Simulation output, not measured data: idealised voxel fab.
This is a process module. Its name is voxel self aligned vias.
Pictured: cross-section cut, 175 nm wide, on a grid of 5 nm square cells.
This document writes a cross-section as a grid whose cells are square, and gives it as bands, listed from the top down; one or more rows of cells form a band.
Within each band entry, the heights of the top and of the bottom of the band appear first, in that order and in nm; the materials of the band then follow from left to right, each with its corresponding width in nm. The designation "edge to edge" on a single material indicates that it fills the band from edge to edge; the designation "empty" indicates empty space.
Measure heights from 0. That's the level where, below it, the as-received wafer is all one material. The lowest band is bottomless and extends downward; write it as in "0..down".
Graded width ("30 to 40"): value in top row of band = first number; value in bottom row = second number; row-to-row change constant.
For the purposes of this document, the phrase "no alteration" attached to a step denotes that no cell within the cross-section was modified by that step.
The entry "Fully sealed voids" lists the empty spaces that cover at least 8 cells and have no open path to the top. Each is written as width x height at distance, where the distance is measured from the left edge and all three values are in nm.
Text after the settings on a step's line: the simulator's own remark on that step.
For masked steps, "overlay nm" on the step line gives how far right of plan the mask actually lay; a minus sign means it lay to the left.
SO HERE'S THE LINEUP OF PROCESS STEPS WE PLANNED
1 op RECEIVE | material Si
2 op CONFORMAL_DEP | material SiO2 | thk nm 10
3 op CONFORMAL_DEP | material SiCN | thk nm 5
4 op DIRECTIONAL_DEP | material SiO2 | thk nm 20
5 op DIRECTIONAL_DEP | material aC | thk nm 10
6 op PATTERN | tone open | mask id LINES | material resist | width nm 20 | pitch nm 50 | thk nm 25 | overlay nm 0
7 op DIRECTIONAL_ETCH | etch materials aC | depth nm 10
8 op STRIP | etch materials resist
9 op DIRECTIONAL_ETCH | etch materials SiO2 | depth nm 20
10 op STRIP | etch materials aC
11 op CONFORMAL_DEP | material TiN | thk nm 5
12 op FILL_DEP | material W | thk nm 5
13 op CMP | height nm 35
14 op SELECTIVE_ETCH | etch materials W Ru TiN | depth nm 5
15 op FILL_DEP | material SiN | thk nm 10
16 op CMP | height nm 35
17 op DIRECTIONAL_DEP | material SiO2 | thk nm 15
18 op MASKED_ETCH | tone open | mask id VIAS | width nm 30 | pitch nm 100 | etch materials SiO2 | depth nm 15 | overlay nm 0
19 op MASKED_ETCH | tone open | mask id VIAS | width nm 30 | pitch nm 100 | etch materials SiN | depth nm 5 | overlay nm 0
20 op CONFORMAL_DEP | material TiN | thk nm 5
21 op FILL_DEP | material Ru | thk nm 5
22 op CMP | height nm 50
23 op CONFORMAL_DEP | material SiCN | thk nm 5
HERE'S WHAT THE WAFER LOOKED LIKE IN CROSS-SECTION WHEN IT ARRIVED - THAT'S AFTER STEP 1
0..down: Si edge to edge
Fully sealed voids: none
AS-PLANNED RUN: CROSS-SECTION OF THE FIRST OF TWO WAFERS AT END OF MODULE
55..50: SiCN edge to edge
50..40: SiO2=20 | TiN=5 | Ru=20 | TiN=5 | SiO2=70 | TiN=5 | Ru=20 | TiN=5 | SiO2=25
40..35: SiO2=20 | TiN=10 | Ru=10 | TiN=10 | SiO2=70 | TiN=10 | Ru=10 | TiN=10 | SiO2=25
35..30: SiO2=25 | TiN=20 | SiO2=30 | SiN=20 | SiO2=30 | TiN=20 | SiO2=30
30..20: SiO2=25 | TiN=5 | W=10 | TiN=5 | SiO2=30 | TiN=5 | W=10 | TiN=5 | SiO2=30 | TiN=5 | W=10 | TiN=5 | SiO2=30
20..15: SiO2=25 | TiN=20 | SiO2=30 | TiN=20 | SiO2=30 | TiN=20 | SiO2=30
15..10: SiCN edge to edge
10..0: SiO2 edge to edge
0..down: Si edge to edge
Fully sealed voids: none
PRESENTED HERE IS A CROSS-SECTION OF THE SECOND OF THE TWO WAFERS AS IT STOOD AT THE END OF THE MODULE. IT WAS STARTED IN THE SAME MANNER AND ASSIGNED THE SAME PLAN AS THE FIRST WAFER; HOWEVER, ONE MISTAKE WAS MADE IN ITS EXECUTION
55..50: SiCN edge to edge
50..40: SiO2=20 | TiN=5 | Ru=20 | TiN=5 | SiO2=70 | TiN=5 | Ru=20 | TiN=5 | SiO2=25
40..35: SiO2=20 | TiN=10 | Ru=10 | TiN=10 | SiO2=70 | TiN=10 | Ru=10 | TiN=10 | SiO2=25
35..30: SiO2=25 | TiN=20 | SiO2=30 | SiN=20 | SiO2=30 | TiN=20 | SiO2=30
30..20: SiO2=25 | TiN=5 | W=10 | TiN=5 | SiO2=30 | TiN=5 | W=10 | TiN=5 | SiO2=30 | TiN=5 | W=10 | TiN=5 | SiO2=30
20..15: SiO2=25 | TiN=20 | SiO2=30 | TiN=20 | SiO2=30 | TiN=20 | SiO2=30
15..0: SiO2 edge to edge
0..down: Si edge to edge
Fully sealed voids: none
Deviation from plan: planned and actual differ for step 3; actual: op CONFORMAL_DEP | material SiO2 | thk nm 5
Materials where the second wafer ends with more or fewer cells than the first: SiCN: 35 fewer; SiO2: 35 more
